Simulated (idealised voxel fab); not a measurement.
Process module in this document: voxel transistor to metal
Cross-section cut spans 265 nm and uses square cells 5 nm in size.
If you're reading a cross-section in this doc, picture square cells in a grid; it comes to you as bands, top ones listed first down to the bottom, and a band can be one or more rows of cells.
Per band: top height and bottom height in nm, followed by the left-to-right materials and their widths in nm; "all across" marks a single material spanning edge to edge, "air" marks empty space.
All heights in this document are referenced to 0, defined as the level beneath which the wafer, as received, consists entirely of one material. The lowest band is not bounded below; it extends indefinitely downward and is written in the form "top 0, no bottom".
A width given as "30..40" starts at the first number in the band's top row and ends at the second number in its bottom row, shifting by an equal amount at every step from row to row.
Key: "nothing different" - step with no changed cell in the cross-section.
"Sealed internal cavities": empty spaces of 8 cells or more with no open way to the top, each given as width x height at distance, distance from the left edge, all in nm.
It should be noted that, on the line of a given step, the content following the step's settings is a remark produced by the simulator itself with respect to that step.
"overlay nm", when on a step's line for a step with a mask, measures how far to the right of its planned place the mask lay; a negative measure means to the left.

THESE ARE THE STEPS WE PLANNED FOR THE PROCESS
1. RECEIVE,material Si
2. OXIDIZE,depth nm 5
3. CONFORMAL_DEP,material SiN,thk nm 10
4. PATTERN,tone cover,mask id ACTIVE,material resist,width nm 100,pitch nm 125,thk nm 20,overlay nm 0
5. DIRECTIONAL_ETCH,etch materials SiN,depth nm 10
6. DIRECTIONAL_ETCH,etch materials SiO2,depth nm 5
7. DIRECTIONAL_ETCH,etch materials Si,depth nm 20
8. STRIP,etch materials resist
9. OXIDIZE,depth nm 5
10. FILL_DEP,material SiO2,thk nm 10
11. CMP,height nm 10
12. SELECTIVE_ETCH,etch materials SiO2,depth nm 10
13. STRIP,etch materials SiN
14. SELECTIVE_ETCH,etch materials SiO2,depth nm 5
15. OXIDIZE,depth nm 5
16. DIRECTIONAL_DEP,material polySi,thk nm 30
17. DIRECTIONAL_DEP,material SiCN,thk nm 10
18. MASKED_ETCH,tone cover,mask id GATE,width nm 20,pitch nm 125,etch materials SiCN,depth nm 20,overlay nm 0
19. MASKED_ETCH,tone cover,mask id GATE,width nm 20,pitch nm 125,etch materials polySi,depth nm 40,overlay nm 0
20. CONFORMAL_DEP,material SiN,thk nm 5
21. DIRECTIONAL_ETCH,etch materials SiN,depth nm 5
22. DIRECTIONAL_ETCH,etch materials SiO2,depth nm 5
23. EPI,material nSi,thk nm 5
24. FILL_DEP,material SiO2,thk nm 5
25. CMP,height nm 35
26. DIRECTIONAL_DEP,material SiO2,thk nm 15
27. MASKED_ETCH,tone open,mask id CONTACT,width nm 15,etch materials SiO2,depth nm 55,overlay nm 0
28. CONFORMAL_DEP,material TiN,thk nm 5
29. FILL_DEP,material W,thk nm 10
30. CMP,height nm 50
31. CONFORMAL_DEP,material SiN,thk nm 5
32. DIRECTIONAL_DEP,material lowk,thk nm 15
33. PATTERN,tone open,mask id METAL_1,material resist,width nm 15,thk nm 15,overlay nm 0
34. DIRECTIONAL_ETCH,etch materials lowk,depth nm 15
35. DIRECTIONAL_ETCH,etch materials SiN,depth nm 5
36. STRIP,etch materials resist
37. CONFORMAL_DEP,material TiN,thk nm 5
38. FILL_DEP,material Ru,thk nm 10
39. CMP,height nm 70
40. EPI,material Ru,thk nm 5
41. FILL_DEP,material SiCN,thk nm 5
42. DIRECTIONAL_DEP,material lowk,thk nm 35
43. DIRECTIONAL_DEP,material aC,thk nm 15
44. PATTERN,tone open,mask id METAL_2,material resist,width nm 15,pitch nm 125,thk nm 30,overlay nm 0
45. DIRECTIONAL_ETCH,etch materials aC,depth nm 15
46. STRIP,etch materials resist
47. DIRECTIONAL_ETCH,etch materials lowk,depth nm 20
48. STRIP,etch materials aC
49. PATTERN,tone open,mask id METAL_2_HOLES,material resist,width nm 15,pitch nm 125,thk nm 15,overlay nm 0
50. DIRECTIONAL_ETCH,etch materials lowk,depth nm 15
51. DIRECTIONAL_ETCH,etch materials SiCN,depth nm 5
52. STRIP,etch materials resist
53. CONFORMAL_DEP,material TiN,thk nm 5
54. FILL_DEP,material Ru,thk nm 5
55. CMP,height nm 115
56. CONFORMAL_DEP,material SiN,thk nm 5

RUN AS PLANNED: FIRST OF TWO WAFERS

SHOWN IN CROSS-SECTION IS THE WAFER AS RECEIVED, THAT IS, AS IT STANDS AFTER STEP 1
    top 0, no bottom  Si all across
    Sealed internal cavities: none

ONCE STEP 2 IS THROUGH, THE WAFER LOOKS LIKE THIS IN CROSS-SECTION
    top 0, bottom -5  SiO2 all across
    Below -5, no change.

ONCE STEP 3 IS THROUGH, THE WAFER LOOKS LIKE THIS IN CROSS-SECTION
    top 10, bottom 0  SiN all across
    Below 0, no change.

ONCE STEP 4 IS THROUGH, THE WAFER LOOKS LIKE THIS IN CROSS-SECTION
    top 30, bottom 10  air=20  resist=100  air=25  resist=100  air=20
    Below 10, no change.

ONCE STEP 5 IS THROUGH, THE WAFER LOOKS LIKE THIS IN CROSS-SECTION
    top 30, bottom 10  air=20  resist=100  air=25  resist=100  air=20
    top 10, bottom 0  air=20  SiN=100  air=25  SiN=100  air=20
    Below 0, no change.

ONCE STEP 6 IS THROUGH, THE WAFER LOOKS LIKE THIS IN CROSS-SECTION
    top 30, bottom 10  air=20  resist=100  air=25  resist=100  air=20
    top 10, bottom 0  air=20  SiN=100  air=25  SiN=100  air=20
    top 0, bottom -5  air=20  SiO2=100  air=25  SiO2=100  air=20
    Below -5, no change.

ONCE STEP 7 IS THROUGH, THE WAFER LOOKS LIKE THIS IN CROSS-SECTION
    top 30, bottom 10  air=20  resist=100  air=25  resist=100  air=20
    top 10, bottom 0  air=20  SiN=100  air=25  SiN=100  air=20
    top 0, bottom -5  air=20  SiO2=100  air=25  SiO2=100  air=20
    top -5, bottom -25  air=20  Si=100  air=25  Si=100  air=20
    Below -25, no change.

ONCE STEP 8 IS THROUGH, THE WAFER LOOKS LIKE THIS IN CROSS-SECTION
    top 10, bottom 0  air=20  SiN=100  air=25  SiN=100  air=20
    Below 0, no change.

ONCE STEP 9 IS THROUGH, THE WAFER LOOKS LIKE THIS IN CROSS-SECTION
    top 10, bottom 0  air=20  SiN=100  air=25  SiN=100  air=20
    top 0, bottom -5  air=20  SiO2=100  air=25  SiO2=100  air=20
    top -5, bottom -25  air=20  SiO2=5  Si=90  SiO2=5  air=25  SiO2=5  Si=90  SiO2=5  air=20
    top -25, bottom -30  SiO2=25  Si=90  SiO2=35  Si=90  SiO2=25
    Below -30, no change.

ONCE STEP 10 IS THROUGH, THE WAFER LOOKS LIKE THIS IN CROSS-SECTION
    top 20, bottom 10  SiO2 all across
    top 10, bottom 0  SiO2=20  SiN=100  SiO2=25  SiN=100  SiO2=20
    top 0, bottom -5  SiO2 all across
    top -5, bottom -30  SiO2=25  Si=90  SiO2=35  Si=90  SiO2=25
    Below -30, no change.

ONCE STEP 11 IS THROUGH, THE WAFER LOOKS LIKE THIS IN CROSS-SECTION
    top 10, bottom 0  SiO2=20  SiN=100  SiO2=25  SiN=100  SiO2=20
    Below 0, no change.

ONCE STEP 12 IS THROUGH, THE WAFER LOOKS LIKE THIS IN CROSS-SECTION
    top 10, bottom 0  air=20  SiN=100  air=25  SiN=100  air=20
    Below 0, no change.

ONCE STEP 13 IS THROUGH, THE WAFER LOOKS LIKE THIS IN CROSS-SECTION
    top 0, bottom -5  SiO2 all across
    Below -5, no change.

ONCE STEP 14 IS THROUGH, THE WAFER LOOKS LIKE THIS IN CROSS-SECTION
    top -5, bottom -30  SiO2=25  Si=90  SiO2=35  Si=90  SiO2=25
    Below -30, no change.

ONCE STEP 15 IS THROUGH, THE WAFER LOOKS LIKE THIS IN CROSS-SECTION
    top -5, bottom -10  SiO2 all across
    Below -10, no change.

ONCE STEP 16 IS THROUGH, THE WAFER LOOKS LIKE THIS IN CROSS-SECTION
    top 25, bottom -5  polySi all across
    Below -5, no change.

ONCE STEP 17 IS THROUGH, THE WAFER LOOKS LIKE THIS IN CROSS-SECTION
    top 35, bottom 25  SiCN all across
    Below 25, no change.

ONCE STEP 18 IS THROUGH, THE WAFER LOOKS LIKE THIS IN CROSS-SECTION
    top 35, bottom 25  air=60  SiCN=20  air=105  SiCN=20  air=60
    Below 25, no change.

ONCE STEP 19 IS THROUGH, THE WAFER LOOKS LIKE THIS IN CROSS-SECTION
    top 35, bottom 25  air=60  SiCN=20  air=105  SiCN=20  air=60
    top 25, bottom -5  air=60  polySi=20  air=105  polySi=20  air=60
    Below -5, no change.

ONCE STEP 20 IS THROUGH, THE WAFER LOOKS LIKE THIS IN CROSS-SECTION
    top 40, bottom 35  air=55  SiN=30  air=95  SiN=30  air=55
    top 35, bottom 25  air=55  SiN=5  SiCN=20  SiN=5  air=95  SiN=5  SiCN=20  SiN=5  air=55
    top 25, bottom 0  air=55  SiN=5  polySi=20  SiN=5  air=95  SiN=5  polySi=20  SiN=5  air=55
    top 0, bottom -5  SiN=60  polySi=20  SiN=105  polySi=20  SiN=60
    Below -5, no change.

ONCE STEP 21 IS THROUGH, THE WAFER LOOKS LIKE THIS IN CROSS-SECTION
    top 35, bottom 25  air=55  SiN=5  SiCN=20  SiN=5  air=95  SiN=5  SiCN=20  SiN=5  air=55
    top 25, bottom -5  air=55  SiN=5  polySi=20  SiN=5  air=95  SiN=5  polySi=20  SiN=5  air=55
    Below -5, no change.

ONCE STEP 22 IS THROUGH, THE WAFER LOOKS LIKE THIS IN CROSS-SECTION
    top 35, bottom 25  air=55  SiN=5  SiCN=20  SiN=5  air=95  SiN=5  SiCN=20  SiN=5  air=55
    top 25, bottom -5  air=55  SiN=5  polySi=20  SiN=5  air=95  SiN=5  polySi=20  SiN=5  air=55
    top -5, bottom -10  air=55  SiO2=30  air=95  SiO2=30  air=55
    Below -10, no change.

ONCE STEP 23 IS THROUGH, THE WAFER LOOKS LIKE THIS IN CROSS-SECTION
    top 35, bottom 25  air=55  SiN=5  SiCN=20  SiN=5  air=95  SiN=5  SiCN=20  SiN=5  air=55
    top 25, bottom -5  air=55  SiN=5  polySi=20  SiN=5  air=95  SiN=5  polySi=20  SiN=5  air=55
    top -5, bottom -10  air=20  nSi=35  SiO2=30  nSi=35  air=25  nSi=35  SiO2=30  nSi=35  air=20
    Below -10, no change.

ONCE STEP 24 IS THROUGH, THE WAFER LOOKS LIKE THIS IN CROSS-SECTION
    top 40, bottom 35  SiO2 all across
    top 35, bottom 25  SiO2=55  SiN=5  SiCN=20  SiN=5  SiO2=95  SiN=5  SiCN=20  SiN=5  SiO2=55
    top 25, bottom -5  SiO2=55  SiN=5  polySi=20  SiN=5  SiO2=95  SiN=5  polySi=20  SiN=5  SiO2=55
    top -5, bottom -10  SiO2=20  nSi=35  SiO2=30  nSi=35  SiO2=25  nSi=35  SiO2=30  nSi=35  SiO2=20
    Below -10, no change.

ONCE STEP 25 IS THROUGH, THE WAFER LOOKS LIKE THIS IN CROSS-SECTION
    top 35, bottom 25  SiO2=55  SiN=5  SiCN=20  SiN=5  SiO2=95  SiN=5  SiCN=20  SiN=5  SiO2=55
    Below 25, no change.

ONCE STEP 26 IS THROUGH, THE WAFER LOOKS LIKE THIS IN CROSS-SECTION
    top 50, bottom 35  SiO2 all across
    Below 35, no change.

ONCE STEP 27 IS THROUGH, THE WAFER LOOKS LIKE THIS IN CROSS-SECTION
    top 50, bottom 35  SiO2=30  air=15  SiO2=50  air=15  SiO2=45  air=15  SiO2=50  air=15  SiO2=30
    top 35, bottom 25  SiO2=30  air=15  SiO2=10  SiN=5  SiCN=20  SiN=5  SiO2=10  air=15  SiO2=45  air=15  SiO2=10  SiN=5  SiCN=20  SiN=5  SiO2=10  air=15  SiO2=30
    top 25, bottom -5  SiO2=30  air=15  SiO2=10  SiN=5  polySi=20  SiN=5  SiO2=10  air=15  SiO2=45  air=15  SiO2=10  SiN=5  polySi=20  SiN=5  SiO2=10  air=15  SiO2=30
    Below -5, no change.

ONCE STEP 28 IS THROUGH, THE WAFER LOOKS LIKE THIS IN CROSS-SECTION
    top 55, bottom 50  TiN=35  air=5  TiN=60  air=5  TiN=55  air=5  TiN=60  air=5  TiN=35
    top 50, bottom 35  SiO2=30  TiN=5  air=5  TiN=5  SiO2=50  TiN=5  air=5  TiN=5  SiO2=45  TiN=5  air=5  TiN=5  SiO2=50  TiN=5  air=5  TiN=5  SiO2=30
    top 35, bottom 25  SiO2=30  TiN=5  air=5  TiN=5  SiO2=10  SiN=5  SiCN=20  SiN=5  SiO2=10  TiN=5  air=5  TiN=5  SiO2=45  TiN=5  air=5  TiN=5  SiO2=10  SiN=5  SiCN=20  SiN=5  SiO2=10  TiN=5  air=5  TiN=5  SiO2=30
    top 25, bottom 0  SiO2=30  TiN=5  air=5  TiN=5  SiO2=10  SiN=5  polySi=20  SiN=5  SiO2=10  TiN=5  air=5  TiN=5  SiO2=45  TiN=5  air=5  TiN=5  SiO2=10  SiN=5  polySi=20  SiN=5  SiO2=10  TiN=5  air=5  TiN=5  SiO2=30
    top 0, bottom -5  SiO2=30  TiN=15  SiO2=10  SiN=5  polySi=20  SiN=5  SiO2=10  TiN=15  SiO2=45  TiN=15  SiO2=10  SiN=5  polySi=20  SiN=5  SiO2=10  TiN=15  SiO2=30
    Below -5, no change.

ONCE STEP 29 IS THROUGH, THE WAFER LOOKS LIKE THIS IN CROSS-SECTION
    top 65, bottom 55  W all across
    top 55, bottom 50  TiN=35  W=5  TiN=60  W=5  TiN=55  W=5  TiN=60  W=5  TiN=35
    top 50, bottom 35  SiO2=30  TiN=5  W=5  TiN=5  SiO2=50  TiN=5  W=5  TiN=5  SiO2=45  TiN=5  W=5  TiN=5  SiO2=50  TiN=5  W=5  TiN=5  SiO2=30
    top 35, bottom 25  SiO2=30  TiN=5  W=5  TiN=5  SiO2=10  SiN=5  SiCN=20  SiN=5  SiO2=10  TiN=5  W=5  TiN=5  SiO2=45  TiN=5  W=5  TiN=5  SiO2=10  SiN=5  SiCN=20  SiN=5  SiO2=10  TiN=5  W=5  TiN=5  SiO2=30
    top 25, bottom 0  SiO2=30  TiN=5  W=5  TiN=5  SiO2=10  SiN=5  polySi=20  SiN=5  SiO2=10  TiN=5  W=5  TiN=5  SiO2=45  TiN=5  W=5  TiN=5  SiO2=10  SiN=5  polySi=20  SiN=5  SiO2=10  TiN=5  W=5  TiN=5  SiO2=30
    Below 0, no change.

ONCE STEP 30 IS THROUGH, THE WAFER LOOKS LIKE THIS IN CROSS-SECTION
    top 50, bottom 35  SiO2=30  TiN=5  W=5  TiN=5  SiO2=50  TiN=5  W=5  TiN=5  SiO2=45  TiN=5  W=5  TiN=5  SiO2=50  TiN=5  W=5  TiN=5  SiO2=30
    Below 35, no change.

ONCE STEP 31 IS THROUGH, THE WAFER LOOKS LIKE THIS IN CROSS-SECTION
    top 55, bottom 50  SiN all across
    Below 50, no change.

ONCE STEP 32 IS THROUGH, THE WAFER LOOKS LIKE THIS IN CROSS-SECTION
    top 70, bottom 55  lowk all across
    Below 55, no change.

ONCE STEP 33 IS THROUGH, THE WAFER LOOKS LIKE THIS IN CROSS-SECTION
    top 85, bottom 70  resist=30  air=15  resist=50  air=15  resist=45  air=15  resist=50  air=15  resist=30
    Below 70, no change.

ONCE STEP 34 IS THROUGH, THE WAFER LOOKS LIKE THIS IN CROSS-SECTION
    top 85, bottom 70  resist=30  air=15  resist=50  air=15  resist=45  air=15  resist=50  air=15  resist=30
    top 70, bottom 55  lowk=30  air=15  lowk=50  air=15  lowk=45  air=15  lowk=50  air=15  lowk=30
    Below 55, no change.

ONCE STEP 35 IS THROUGH, THE WAFER LOOKS LIKE THIS IN CROSS-SECTION
    top 85, bottom 70  resist=30  air=15  resist=50  air=15  resist=45  air=15  resist=50  air=15  resist=30
    top 70, bottom 55  lowk=30  air=15  lowk=50  air=15  lowk=45  air=15  lowk=50  air=15  lowk=30
    top 55, bottom 50  SiN=30  air=15  SiN=50  air=15  SiN=45  air=15  SiN=50  air=15  SiN=30
    Below 50, no change.

ONCE STEP 36 IS THROUGH, THE WAFER LOOKS LIKE THIS IN CROSS-SECTION
    top 70, bottom 55  lowk=30  air=15  lowk=50  air=15  lowk=45  air=15  lowk=50  air=15  lowk=30
    Below 55, no change.

ONCE STEP 37 IS THROUGH, THE WAFER LOOKS LIKE THIS IN CROSS-SECTION
    top 75, bottom 70  TiN=35  air=5  TiN=60  air=5  TiN=55  air=5  TiN=60  air=5  TiN=35
    top 70, bottom 55  lowk=30  TiN=5  air=5  TiN=5  lowk=50  TiN=5  air=5  TiN=5  lowk=45  TiN=5  air=5  TiN=5  lowk=50  TiN=5  air=5  TiN=5  lowk=30
    top 55, bottom 50  SiN=30  TiN=15  SiN=50  TiN=15  SiN=45  TiN=15  SiN=50  TiN=15  SiN=30
    Below 50, no change.

ONCE STEP 38 IS THROUGH, THE WAFER LOOKS LIKE THIS IN CROSS-SECTION
    top 85, bottom 75  Ru all across
    top 75, bottom 70  TiN=35  Ru=5  TiN=60  Ru=5  TiN=55  Ru=5  TiN=60  Ru=5  TiN=35
    top 70, bottom 55  lowk=30  TiN=5  Ru=5  TiN=5  lowk=50  TiN=5  Ru=5  TiN=5  lowk=45  TiN=5  Ru=5  TiN=5  lowk=50  TiN=5  Ru=5  TiN=5  lowk=30
    Below 55, no change.

ONCE STEP 39 IS THROUGH, THE WAFER LOOKS LIKE THIS IN CROSS-SECTION
    top 70, bottom 55  lowk=30  TiN=5  Ru=5  TiN=5  lowk=50  TiN=5  Ru=5  TiN=5  lowk=45  TiN=5  Ru=5  TiN=5  lowk=50  TiN=5  Ru=5  TiN=5  lowk=30
    Below 55, no change.

ONCE STEP 40 IS THROUGH, THE WAFER LOOKS LIKE THIS IN CROSS-SECTION
    top 75, bottom 70  air=25  Ru=25  air=40  Ru=25  air=35  Ru=25  air=40  Ru=25  air=25
    Below 70, no change.

ONCE STEP 41 IS THROUGH, THE WAFER LOOKS LIKE THIS IN CROSS-SECTION
    top 80, bottom 75  SiCN all across
    top 75, bottom 70  SiCN=25  Ru=25  SiCN=40  Ru=25  SiCN=35  Ru=25  SiCN=40  Ru=25  SiCN=25
    Below 70, no change.

ONCE STEP 42 IS THROUGH, THE WAFER LOOKS LIKE THIS IN CROSS-SECTION
    top 115, bottom 80  lowk all across
    Below 80, no change.

ONCE STEP 43 IS THROUGH, THE WAFER LOOKS LIKE THIS IN CROSS-SECTION
    top 130, bottom 115  aC all across
    Below 115, no change.

ONCE STEP 44 IS THROUGH, THE WAFER LOOKS LIKE THIS IN CROSS-SECTION
    top 160, bottom 130  resist=30  air=15  resist=110  air=15  resist=95
    Below 130, no change.

ONCE STEP 45 IS THROUGH, THE WAFER LOOKS LIKE THIS IN CROSS-SECTION
    top 145, bottom 130  resist=30  air=15  resist=110  air=15  resist=95
    top 130, bottom 115  aC=30  air=15  aC=110  air=15  aC=95
    Below 115, no change.

ONCE STEP 46 IS THROUGH, THE WAFER LOOKS LIKE THIS IN CROSS-SECTION
    top 130, bottom 115  aC=30  air=15  aC=110  air=15  aC=95
    Below 115, no change.

ONCE STEP 47 IS THROUGH, THE WAFER LOOKS LIKE THIS IN CROSS-SECTION
    top 130, bottom 115  aC=30  air=15  aC=110  air=15  aC=95
    top 115, bottom 95  lowk=30  air=15  lowk=110  air=15  lowk=95
    Below 95, no change.

ONCE STEP 48 IS THROUGH, THE WAFER LOOKS LIKE THIS IN CROSS-SECTION
    top 115, bottom 95  lowk=30  air=15  lowk=110  air=15  lowk=95
    Below 95, no change.

ONCE STEP 49 IS THROUGH, THE WAFER LOOKS LIKE THIS IN CROSS-SECTION
    top 130, bottom 115  resist=30  air=15  resist=110  air=15  resist=95
    Below 115, no change.

ONCE STEP 50 IS THROUGH, THE WAFER LOOKS LIKE THIS IN CROSS-SECTION
    top 130, bottom 115  resist=30  air=15  resist=110  air=15  resist=95
    top 115, bottom 80  lowk=30  air=15  lowk=110  air=15  lowk=95
    Below 80, no change.

ONCE STEP 51 IS THROUGH, THE WAFER LOOKS LIKE THIS IN CROSS-SECTION
    top 130, bottom 115  resist=30  air=15  resist=110  air=15  resist=95
    top 115, bottom 80  lowk=30  air=15  lowk=110  air=15  lowk=95
    top 80, bottom 75  SiCN=30  air=15  SiCN=110  air=15  SiCN=95
    Below 75, no change.

ONCE STEP 52 IS THROUGH, THE WAFER LOOKS LIKE THIS IN CROSS-SECTION
    top 115, bottom 80  lowk=30  air=15  lowk=110  air=15  lowk=95
    Below 80, no change.

ONCE STEP 53 IS THROUGH, THE WAFER LOOKS LIKE THIS IN CROSS-SECTION
    top 120, bottom 115  TiN=35  air=5  TiN=120  air=5  TiN=100
    top 115, bottom 80  lowk=30  TiN=5  air=5  TiN=5  lowk=110  TiN=5  air=5  TiN=5  lowk=95
    top 80, bottom 75  SiCN=30  TiN=15  SiCN=110  TiN=15  SiCN=95
    Below 75, no change.

ONCE STEP 54 IS THROUGH, THE WAFER LOOKS LIKE THIS IN CROSS-SECTION
    top 125, bottom 120  Ru all across
    top 120, bottom 115  TiN=35  Ru=5  TiN=120  Ru=5  TiN=100
    top 115, bottom 80  lowk=30  TiN=5  Ru=5  TiN=5  lowk=110  TiN=5  Ru=5  TiN=5  lowk=95
    Below 80, no change.

ONCE STEP 55 IS THROUGH, THE WAFER LOOKS LIKE THIS IN CROSS-SECTION
    top 115, bottom 80  lowk=30  TiN=5  Ru=5  TiN=5  lowk=110  TiN=5  Ru=5  TiN=5  lowk=95
    Below 80, no change.

ONCE STEP 56 IS THROUGH, THE WAFER LOOKS LIKE THIS IN CROSS-SECTION
    top 120, bottom 115  SiN all across
    Below 115, no change.

THE REMAINING WAFER, SECOND OF THE TWO, STARTED LIKE THE FIRST AND WAS RUN TO THE SAME PLAN, EXCEPT THAT ONE MISTAKE WAS MADE ALONG THE WAY; THE TWO COINCIDE THROUGH STEP 30, INCLUSIVE

WHAT THE SECOND WAFER LOOKS LIKE IN CROSS-SECTION WHEN STEP 31 SHOULD HAVE WRAPPED UP
    top 65, bottom 50  lowk all across
    Below 50, no change.

WHAT THE SECOND WAFER LOOKS LIKE IN CROSS-SECTION WHEN STEP 32 SHOULD HAVE WRAPPED UP
    top 70, bottom 65  SiN all across
    Below 65, no change.

WHAT THE SECOND WAFER LOOKS LIKE IN CROSS-SECTION WHEN STEP 33 SHOULD HAVE WRAPPED UP
    top 85, bottom 70  resist=30  air=15  resist=50  air=15  resist=45  air=15  resist=50  air=15  resist=30
    Below 70, no change.

What the second wafer looks like in cross-section when step 34 should have wrapped up: nothing different

WHAT THE SECOND WAFER LOOKS LIKE IN CROSS-SECTION WHEN STEP 35 SHOULD HAVE WRAPPED UP
    top 85, bottom 70  resist=30  air=15  resist=50  air=15  resist=45  air=15  resist=50  air=15  resist=30
    top 70, bottom 65  SiN=30  air=15  SiN=50  air=15  SiN=45  air=15  SiN=50  air=15  SiN=30
    Below 65, no change.

WHAT THE SECOND WAFER LOOKS LIKE IN CROSS-SECTION WHEN STEP 36 SHOULD HAVE WRAPPED UP
    top 70, bottom 65  SiN=30  air=15  SiN=50  air=15  SiN=45  air=15  SiN=50  air=15  SiN=30
    Below 65, no change.

WHAT THE SECOND WAFER LOOKS LIKE IN CROSS-SECTION WHEN STEP 37 SHOULD HAVE WRAPPED UP
    top 75, bottom 70  TiN=35  air=5  TiN=60  air=5  TiN=55  air=5  TiN=60  air=5  TiN=35
    top 70, bottom 65  SiN=30  TiN=15  SiN=50  TiN=15  SiN=45  TiN=15  SiN=50  TiN=15  SiN=30
    Below 65, no change.

WHAT THE SECOND WAFER LOOKS LIKE IN CROSS-SECTION WHEN STEP 38 SHOULD HAVE WRAPPED UP
    top 85, bottom 75  Ru all across
    top 75, bottom 70  TiN=35  Ru=5  TiN=60  Ru=5  TiN=55  Ru=5  TiN=60  Ru=5  TiN=35
    Below 70, no change.

WHAT THE SECOND WAFER LOOKS LIKE IN CROSS-SECTION WHEN STEP 39 SHOULD HAVE WRAPPED UP
    top 70, bottom 65  SiN=30  TiN=15  SiN=50  TiN=15  SiN=45  TiN=15  SiN=50  TiN=15  SiN=30
    Below 65, no change.

WHAT THE SECOND WAFER LOOKS LIKE IN CROSS-SECTION WHEN STEP 40 SHOULD HAVE WRAPPED UP
    top 75, bottom 70  air=25  Ru=25  air=40  Ru=25  air=35  Ru=25  air=40  Ru=25  air=25
    Below 70, no change.

WHAT THE SECOND WAFER LOOKS LIKE IN CROSS-SECTION WHEN STEP 41 SHOULD HAVE WRAPPED UP
    top 80, bottom 75  SiCN all across
    top 75, bottom 70  SiCN=25  Ru=25  SiCN=40  Ru=25  SiCN=35  Ru=25  SiCN=40  Ru=25  SiCN=25
    Below 70, no change.

WHAT THE SECOND WAFER LOOKS LIKE IN CROSS-SECTION WHEN STEP 42 SHOULD HAVE WRAPPED UP
    top 115, bottom 80  lowk all across
    Below 80, no change.

WHAT THE SECOND WAFER LOOKS LIKE IN CROSS-SECTION WHEN STEP 43 SHOULD HAVE WRAPPED UP
    top 130, bottom 115  aC all across
    Below 115, no change.

WHAT THE SECOND WAFER LOOKS LIKE IN CROSS-SECTION WHEN STEP 44 SHOULD HAVE WRAPPED UP
    top 160, bottom 130  resist=30  air=15  resist=110  air=15  resist=95
    Below 130, no change.

WHAT THE SECOND WAFER LOOKS LIKE IN CROSS-SECTION WHEN STEP 45 SHOULD HAVE WRAPPED UP
    top 145, bottom 130  resist=30  air=15  resist=110  air=15  resist=95
    top 130, bottom 115  aC=30  air=15  aC=110  air=15  aC=95
    Below 115, no change.

WHAT THE SECOND WAFER LOOKS LIKE IN CROSS-SECTION WHEN STEP 46 SHOULD HAVE WRAPPED UP
    top 130, bottom 115  aC=30  air=15  aC=110  air=15  aC=95
    Below 115, no change.

WHAT THE SECOND WAFER LOOKS LIKE IN CROSS-SECTION WHEN STEP 47 SHOULD HAVE WRAPPED UP
    top 130, bottom 115  aC=30  air=15  aC=110  air=15  aC=95
    top 115, bottom 95  lowk=30  air=15  lowk=110  air=15  lowk=95
    Below 95, no change.

WHAT THE SECOND WAFER LOOKS LIKE IN CROSS-SECTION WHEN STEP 48 SHOULD HAVE WRAPPED UP
    top 115, bottom 95  lowk=30  air=15  lowk=110  air=15  lowk=95
    Below 95, no change.

WHAT THE SECOND WAFER LOOKS LIKE IN CROSS-SECTION WHEN STEP 49 SHOULD HAVE WRAPPED UP
    top 130, bottom 115  resist=30  air=15  resist=110  air=15  resist=95
    Below 115, no change.

WHAT THE SECOND WAFER LOOKS LIKE IN CROSS-SECTION WHEN STEP 50 SHOULD HAVE WRAPPED UP
    top 130, bottom 115  resist=30  air=15  resist=110  air=15  resist=95
    top 115, bottom 80  lowk=30  air=15  lowk=110  air=15  lowk=95
    Below 80, no change.

WHAT THE SECOND WAFER LOOKS LIKE IN CROSS-SECTION WHEN STEP 51 SHOULD HAVE WRAPPED UP
    top 130, bottom 115  resist=30  air=15  resist=110  air=15  resist=95
    top 115, bottom 80  lowk=30  air=15  lowk=110  air=15  lowk=95
    top 80, bottom 75  SiCN=30  air=15  SiCN=110  air=15  SiCN=95
    Below 75, no change.

WHAT THE SECOND WAFER LOOKS LIKE IN CROSS-SECTION WHEN STEP 52 SHOULD HAVE WRAPPED UP
    top 115, bottom 80  lowk=30  air=15  lowk=110  air=15  lowk=95
    Below 80, no change.

WHAT THE SECOND WAFER LOOKS LIKE IN CROSS-SECTION WHEN STEP 53 SHOULD HAVE WRAPPED UP
    top 120, bottom 115  TiN=35  air=5  TiN=120  air=5  TiN=100
    top 115, bottom 80  lowk=30  TiN=5  air=5  TiN=5  lowk=110  TiN=5  air=5  TiN=5  lowk=95
    top 80, bottom 75  SiCN=30  TiN=15  SiCN=110  TiN=15  SiCN=95
    Below 75, no change.

WHAT THE SECOND WAFER LOOKS LIKE IN CROSS-SECTION WHEN STEP 54 SHOULD HAVE WRAPPED UP
    top 125, bottom 120  Ru all across
    top 120, bottom 115  TiN=35  Ru=5  TiN=120  Ru=5  TiN=100
    top 115, bottom 80  lowk=30  TiN=5  Ru=5  TiN=5  lowk=110  TiN=5  Ru=5  TiN=5  lowk=95
    Below 80, no change.

WHAT THE SECOND WAFER LOOKS LIKE IN CROSS-SECTION WHEN STEP 55 SHOULD HAVE WRAPPED UP
    top 115, bottom 80  lowk=30  TiN=5  Ru=5  TiN=5  lowk=110  TiN=5  Ru=5  TiN=5  lowk=95
    Below 80, no change.

WHAT THE SECOND WAFER LOOKS LIKE IN CROSS-SECTION WHEN STEP 56 SHOULD HAVE WRAPPED UP
    top 120, bottom 115  SiN all across
    Below 115, no change.
Where did the run depart from the plan? steps 31 and 32 of the plan were each performed in the slot designated for the other
End check, counted in cells, second wafer has more or fewer of these materials than the first: Ru: 12 fewer | TiN: 24 fewer | lowk: 36 more
